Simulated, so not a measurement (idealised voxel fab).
The process module that follows is named voxel fin reveal.
Section shown: cut. Width: 250 nm. Cell size: 5 nm, square.
Cross-section, as written here: a square-cell grid given band by band from the top down, where a band holds one or more rows of cells.
In this notation a band is specified by the heights of its top and bottom, in that order and in nm, after which its materials appear from left to right, each paired with its width in nm. The word "all across" attached to a single material means that material fills the band from edge to edge; the word "blank" stands for empty space.
Heights from 0 (as-received wafer is one material below). Bottom band endless downward, as "0 down".
A width such as "30->40" changes by the same amount from each row of cells to the next, from the band's top row to its bottom row.
Take "no modifications" at face value: in the step it is given for, the cross-section changed in none of its cells.
"Closed void catalog" means: voids of 8 cells or more that are shut off from the top with no open way through. Written width x height at distance, distance from the left edge, in nm.
Formally, on a step line, whatever follows the settings is a remark that the simulator itself makes on the step.
The "overlay nm" setting may appear on a step's line; for a step that uses a mask, it gives how far to the right of its planned position the mask lay, and a negative value indicates the left.
[So here's the lineup of process steps we planned]
| 1 | RECEIVE, material Si |
| 2 | CONFORMAL_DEP, material SiN, thk nm 10 |
| 3 | PATTERN, tone cover, mask id FINS, material resist, width nm 15, pitch nm 35, thk nm 20, overlay nm 0 |
| 4 | DIRECTIONAL_ETCH, etch materials SiN, depth nm 10 |
| 5 | DIRECTIONAL_ETCH, etch materials Si, depth nm 35 |
| 6 | STRIP, etch materials resist |
| 7 | FILL_DEP, material SiO2, thk nm 10 |
| 8 | CMP, height nm 10 |
| 9 | SELECTIVE_ETCH, etch materials SiO2, depth nm 25 |
| 10 | STRIP, etch materials SiN |
| 11 | CONFORMAL_DEP, material HfO2, thk nm 5 |
[The first of two wafers, run as planned]
[So this is the incoming wafer in cross-section - it's already been through step 1]
0 down | Si all across
Closed void catalog: none
[Cross-section: wafer state after step 2]
10 to 0 | SiN all across
Nothing below the height 0 has changed.
[Cross-section: wafer state after step 3]
30 to 10 | 65 blank; 15 resist; 20 blank; 15 resist; 20 blank; 15 resist; 20 blank; 15 resist; 65 blank
Nothing below the height 10 has changed.
[Cross-section: wafer state after step 4]
30 to 10 | 65 blank; 15 resist; 20 blank; 15 resist; 20 blank; 15 resist; 20 blank; 15 resist; 65 blank
10 to 0 | 65 blank; 15 SiN; 20 blank; 15 SiN; 20 blank; 15 SiN; 20 blank; 15 SiN; 65 blank
Nothing below the height 0 has changed.
[Cross-section: wafer state after step 5]
30 to 10 | 65 blank; 15 resist; 20 blank; 15 resist; 20 blank; 15 resist; 20 blank; 15 resist; 65 blank
10 to 0 | 65 blank; 15 SiN; 20 blank; 15 SiN; 20 blank; 15 SiN; 20 blank; 15 SiN; 65 blank
0 to -35 | 65 blank; 15 Si; 20 blank; 15 Si; 20 blank; 15 Si; 20 blank; 15 Si; 65 blank
Nothing below the height -35 has changed.
[Cross-section: wafer state after step 6]
10 to 0 | 65 blank; 15 SiN; 20 blank; 15 SiN; 20 blank; 15 SiN; 20 blank; 15 SiN; 65 blank
Nothing below the height 0 has changed.
[Cross-section: wafer state after step 7]
20 to 10 | SiO2 all across
10 to 0 | 65 SiO2; 15 SiN; 20 SiO2; 15 SiN; 20 SiO2; 15 SiN; 20 SiO2; 15 SiN; 65 SiO2
0 to -35 | 65 SiO2; 15 Si; 20 SiO2; 15 Si; 20 SiO2; 15 Si; 20 SiO2; 15 Si; 65 SiO2
Nothing below the height -35 has changed.
[Cross-section: wafer state after step 8]
10 to 0 | 65 SiO2; 15 SiN; 20 SiO2; 15 SiN; 20 SiO2; 15 SiN; 20 SiO2; 15 SiN; 65 SiO2
Nothing below the height 0 has changed.
[Cross-section: wafer state after step 9]
10 to 0 | 65 blank; 15 SiN; 20 blank; 15 SiN; 20 blank; 15 SiN; 20 blank; 15 SiN; 65 blank
0 to -15 | 65 blank; 15 Si; 20 blank; 15 Si; 20 blank; 15 Si; 20 blank; 15 Si; 65 blank
Nothing below the height -15 has changed.
[Cross-section: wafer state after step 10]
0 to -15 | 65 blank; 15 Si; 20 blank; 15 Si; 20 blank; 15 Si; 20 blank; 15 Si; 65 blank
Nothing below the height -15 has changed.
[Cross-section: wafer state after step 11]
5 to 0 | 60 blank; 25 HfO2; 10 blank; 25 HfO2; 10 blank; 25 HfO2; 10 blank; 25 HfO2; 60 blank
0 to -10 | 60 blank; 5 HfO2; 15 Si; 5 HfO2; 10 blank; 5 HfO2; 15 Si; 5 HfO2; 10 blank; 5 HfO2; 15 Si; 5 HfO2; 10 blank; 5 HfO2; 15 Si; 5 HfO2; 60 blank
-10 to -15 | 65 HfO2; 15 Si; 20 HfO2; 15 Si; 20 HfO2; 15 Si; 20 HfO2; 15 Si; 65 HfO2
Nothing below the height -15 has changed.
[Wafer two: like wafer one in start and plan, but with one mistake in execution; identical up to and including step 10]
Second wafer profile in section, at the moment step 11 of the plan was meant to be complete: no modifications
Here's what went sideways: plan step 11 never ran because it was skipped
Count the cells at the end and the second wafer has more or fewer of some materials than the first: 74 fewer of HfO2
